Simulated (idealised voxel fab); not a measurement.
Module name: voxel spacer lines (process module)
Cross-section cut: width 300 nm, square cells of 5 nm.
A cross-section is a grid of square cells, given in bands from the top down. A band is one or more rows of cells.
It is stipulated that each band's entry specify, in nanometres, the height of the top of the band and then that of its bottom, followed by the materials of the band in left-to-right sequence, each together with its width in nanometres. A single material marked by the word "throughout" is understood to fill the band from edge to edge; the word "empty" is understood to denote empty space.
A quick word on heights: they are counted from 0, and under that level the wafer as it came to us is one material throughout. The lowest band is different from the rest in having no bottom; it simply continues downward, written as in "top 0, no bottom".
The two numbers in a width such as "30 to 40" mark its ends across the band: the first belongs to the top row of cells, the second to the bottom row, and from each row to the next the width moves by the same amount.
Step marked "nothing was modified"? Then no cell in the cross-section changed in it.
Each empty space that has no open way to the top and spans at least 8 cells appears under "Sealed void listing" as width x height at distance, the distance counted from the left edge, all in nm.
If you see something after the settings on a step's line, that's the simulator's own remark about that step.
"overlay nm" denotes, for a step that has a mask, the displacement of the mask to the right of its planned place, with negative values corresponding to the left.
**Planned step list for the process**
1: RECEIVE,material Si
2: CONFORMAL_DEP,material Al2O3,thk nm 10
3: DIRECTIONAL_DEP,material polySi,thk nm 15
4: DIRECTIONAL_DEP,material aC,thk nm 30
5: PATTERN,tone cover,mask id MANDREL,material resist,width nm 15,pitch nm 50,thk nm 40,overlay nm 0
6: DIRECTIONAL_ETCH,etch materials aC,depth nm 30
7: STRIP,etch materials resist
8: CONFORMAL_DEP,material SiO2,thk nm 10
9: DIRECTIONAL_ETCH,etch materials SiO2,depth nm 10
10: STRIP,etch materials aC
11: DIRECTIONAL_ETCH,etch materials polySi,depth nm 15
12: STRIP,etch materials SiO2
Where the wafers of this document differ is in the width nm of step 5; they start out the same, and the plan states the value that applied to the first wafer.
**The first of several wafers in cross-section, exactly as it reached us after step 1**
top 0, no bottom  Si throughout
Sealed void listing: none
**End of the module, past its last step, step 12: how the first of several wafers looks in cross-section**
top 25, bottom 10  empty 105 nm | polySi 10 nm | empty 15 nm | polySi 10 nm | empty 15 nm | polySi 10 nm | empty 15 nm | polySi 10 nm | empty 110 nm
top 10, bottom 0  Al2O3 throughout
top 0, no bottom  Si throughout
Sealed void listing: none
**Cross-sectional depiction of the last of several wafers upon completion of the module**
top 25, bottom 10  empty 100 nm | polySi 10 nm | empty 30 nm | polySi 20 nm | empty 30 nm | polySi 10 nm | empty 100 nm
top 10, bottom 0  Al2O3 throughout
top 0, no bottom  Si throughout
Sealed void listing: none
**Wafer rows, end of module: cells per material gained (+) or lost (-) since receipt; closed voids last**
width nm 15 | +120 Al2O3 | +24 polySi | Sealed void listing: none
width nm 20 | +120 Al2O3 | +24 polySi | Sealed void listing: none
width nm 25 | +120 Al2O3 | +24 polySi | Sealed void listing: none
width nm 30 | +120 Al2O3 | +24 polySi | Sealed void listing: none
